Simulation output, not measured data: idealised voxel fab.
Process module under the name voxel trench capacitor
The width of the displayed cross-section, cut, is 265 nm; its cells are square, with a size of 5 nm.
Cross-section spec: square-cell grid; bands listed top down; each band is one or more rows. For a band, the entry starts with two heights in nm, that of the top and then that of the bottom, and carries on with the band's materials in order from left to right, each alongside its width in nm; the word "throughout" beside a single material means it fills the band edge to edge, and "empty" means empty space. Beneath 0, the wafer as received is one material, and that level is where height counting begins. The lowest band goes on downward without a bottom; it is written like "0 down". Graded width ("30..40"): value in top row of band = first number; value in bottom row = second number; row-to-row change constant. The designation "left unchanged", where it is given for a processing step, indicates that no cell of the cross-section was altered in the course of that step. Listed in "Closed internal cavities": every empty space of 8 or more cells without an open way to the top. Form: width x height at distance, the distance being from the left edge, all in nm. If you see something after the settings on a step's line, that's the simulator's own remark about that step. "overlay nm", when on a step's line for a step with a mask, measures how far to the right of its planned place the mask lay; a negative measure means to the left.
The steps planned for the process are as follows
- 1: RECEIVE with material Si
- 2: CONFORMAL_DEP with material SiN, thk nm 10
- 3: PATTERN with tone open, mask id TRENCH, material resist, width nm 30, pitch nm 45, thk nm 15, overlay nm 0
- 4: DIRECTIONAL_ETCH with etch materials SiN, depth nm 10
- 5: DIRECTIONAL_ETCH with etch materials Si, depth nm 40
- 6: STRIP with etch materials resist
- 7: CONFORMAL_DEP with material HfO2, thk nm 5
- 8: CONFORMAL_DEP with material TiN, thk nm 5
- 9: FILL_DEP with material W, thk nm 5
- 10: CMP with height nm 10
Delivered wafer in cross-section: state after step 1
0 down  Si throughout
Closed internal cavities: none
Cross-section at module end, one run error; start and plan unchanged from above
10 to 0  60 W, 5 TiN, 5 HfO2, 30 SiN, 5 HfO2, 5 TiN, 5 HfO2, 30 SiN, 5 HfO2, 5 TiN, 5 HfO2, 30 SiN, 5 HfO2, 5 TiN, 65 W
0 to -30  60 W, 5 TiN, 5 HfO2, 30 Si, 5 HfO2, 5 TiN, 5 HfO2, 30 Si, 5 HfO2, 5 TiN, 5 HfO2, 30 Si, 5 HfO2, 5 TiN, 65 W
-30 to -35  65 TiN, 5 HfO2, 30 Si, 5 HfO2, 5 TiN, 5 HfO2, 30 Si, 5 HfO2, 5 TiN, 5 HfO2, 30 Si, 5 HfO2, 70 TiN
-35 to -40  70 HfO2, 30 Si, 15 HfO2, 30 Si, 15 HfO2, 30 Si, 75 HfO2
-40 down  Si throughout
Closed internal cavities: none
Deviation noted in wafer processing: the process deviated at step 3: the operation and settings actually run there were PATTERN with tone cover, mask id TRENCH, material resist, width nm 30, pitch nm 45, thk nm 15, overlay nm 0
